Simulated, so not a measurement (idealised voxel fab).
The following process module bears the name voxel spacer lines.
Cross-sectional view cut (width: 225 nm; square cell size: 5 nm).
Bands, listed from the top down, are how a cross-section gets written in this document; the cross-section itself is a grid of square cells, and a band is one or more rows of them. This entry defines a band. It first specifies the height of the band's top and the height of its bottom in nm, and then specifies the band's materials from left to right, stating each material with its width in nm. The word "all across" identifies a single material that fills the band from edge to edge, while the word "air" identifies empty space. Height reference: 0 = level under which incoming wafer is all one material. Lowest band: no bottom, runs on downward, e.g. "0 nm and below". The width entry "30..40" should be interpreted row by row: the top row of cells in the band takes the first number, the bottom row takes the second number, and the change between adjacent rows is uniform throughout. Basically "everything unchanged" means that step didn't change any cell in the cross-section. The label "Enclosed void entries" introduces a list of the empty spaces, 8 cells or larger, that have no open way up to the top; each entry in it reads width x height at distance, where the distance is taken from the left edge and all three are stated in nm. Step line, after settings: the simulator's comment on this step. overlay nm: where the mask lay relative to plan, measured to the right, on steps with a mask; negatives go left.

Planned process steps
1,RECEIVE [material Si]
2,CONFORMAL_DEP [material SiO2] [thk nm 10]
3,DIRECTIONAL_DEP [material TiN] [thk nm 10]
4,DIRECTIONAL_DEP [material polySi] [thk nm 20]
5,PATTERN [tone cover] [mask id MANDREL] [material resist] [width nm 20] [pitch nm 70] [thk nm 30] [overlay nm -15]
6,DIRECTIONAL_ETCH [etch materials polySi] [depth nm 20]
7,STRIP [etch materials resist]
8,CONFORMAL_DEP [material SiN] [thk nm 15]
9,DIRECTIONAL_ETCH [etch materials SiN] [depth nm 15]
10,STRIP [etch materials polySi]
11,DIRECTIONAL_ETCH [etch materials TiN] [depth nm 10]
12,STRIP [etch materials SiN]
The wafers are alike at the start. At step 5, their overlay nm differs. The plan lists the first wafer's value.

The first of several wafers in cross-section, exactly as it reached us after step 1
> 0 nm and below = Si all across
> Enclosed void entries: none

Below: a row per wafer. Contents at end of module: for every material, cells gained since receipt (+) or lost since receipt (-); then closed voids
overlay nm -15; +90 SiO2; +36 TiN; Enclosed void entries: none
overlay nm -10; +90 SiO2; +36 TiN; Enclosed void entries: none
overlay nm -5; +90 SiO2; +36 TiN; Enclosed void entries: none
overlay nm 0; +90 SiO2; +36 TiN; Enclosed void entries: none
overlay nm 5; +90 SiO2; +36 TiN; Enclosed void entries: none
overlay nm 10; +90 SiO2; +36 TiN; Enclosed void entries: none
overlay nm 15; +90 SiO2; +36 TiN; Enclosed void entries: none
